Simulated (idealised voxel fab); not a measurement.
Title: Process Module voxel ribs on slabs
Cross-section cut: width 240 nm, square cells of 5 nm.
Each cross-section below is a grid of square cells, stated as bands in top-down order, with one or more rows of cells making up each band. First you get the band's top height and its bottom height, in nm, and then the materials it's made of, left to right, with each width in nm. If you see a single material with "full width", that one covers the band edge to edge. "empty" is empty space. For the purposes of this specification, 0 denotes the height below which the wafer in its as-received condition is composed wholly of one material, and the lowermost band, lacking a lower limit, extends downward without end, as expressed in "0..down". You'd read "30..40" like this: the band's top row of cells is as wide as the first number, its bottom row is as wide as the second, and going down, every row changes width by the same amount as the row before did. "remains unaltered" (step): cross-section cells unchanged, all of them. "Entrapped void list" enumerates empty spaces isolated from the top, with no open way to it, that contain at least 8 cells, giving each as width x height at distance from the left edge, all three in nm. Where a step's line continues beyond its settings, the continuation is a remark by the simulator itself on that step. overlay nm: how far to the right of its planned place the mask lay on this masked step (negative: to the left).

These are the steps we planned for the process:
1 RECEIVE, material Si
2 DIRECTIONAL_DEP, material SiO2, thk nm 25
3 DIRECTIONAL_DEP, material polySi, thk nm 20
4 PATTERN, tone cover, mask id RIB, material resist, width nm 30, thk nm 20, overlay nm 0
5 DIRECTIONAL_ETCH, etch materials polySi, depth nm 5
6 STRIP, etch materials resist
7 DIRECTIONAL_DEP, material aC, thk nm 15
8 PATTERN, tone cover, mask id SLAB, material resist, width nm 60, thk nm 35, overlay nm 0
9 DIRECTIONAL_ETCH, etch materials aC, depth nm 15
10 STRIP, etch materials resist
11 DIRECTIONAL_ETCH, etch materials polySi, depth nm 15
12 STRIP, etch materials aC
13 FILL_DEP, material SiO2, thk nm 30
14 CMP, height nm 65
15 DIRECTIONAL_DEP, material TiN, thk nm 5
16 MASKED_ETCH, tone cover, mask id HEATER, width nm 40, etch materials TiN, depth nm 5, overlay nm 0
17 CONFORMAL_DEP, material SiN, thk nm 5

As-received wafer cross-section (after step 1):
	0..down: Si full width
	Entrapped void list: none

Look at the cross-section after the module: the wafer started out the way shown above and the plan was the one shown above, yet one mistake was made along the way:
	75..70: 95 of empty | 50 of SiN | 95 of empty
	70..65: 100 of SiN | 40 of TiN | 100 of SiN
	65..45: SiO2 full width
	45..40: 105 of SiO2 | 30 of polySi | 105 of SiO2
	40..25: 90 of SiO2 | 65 of polySi | 85 of SiO2
	25..0: SiO2 full width
	0..down: Si full width
	Entrapped void list: none
Run error: not per plan at step 8, really ran PATTERN, tone cover, mask id SLAB, material resist, width nm 65, thk nm 35, overlay nm 0
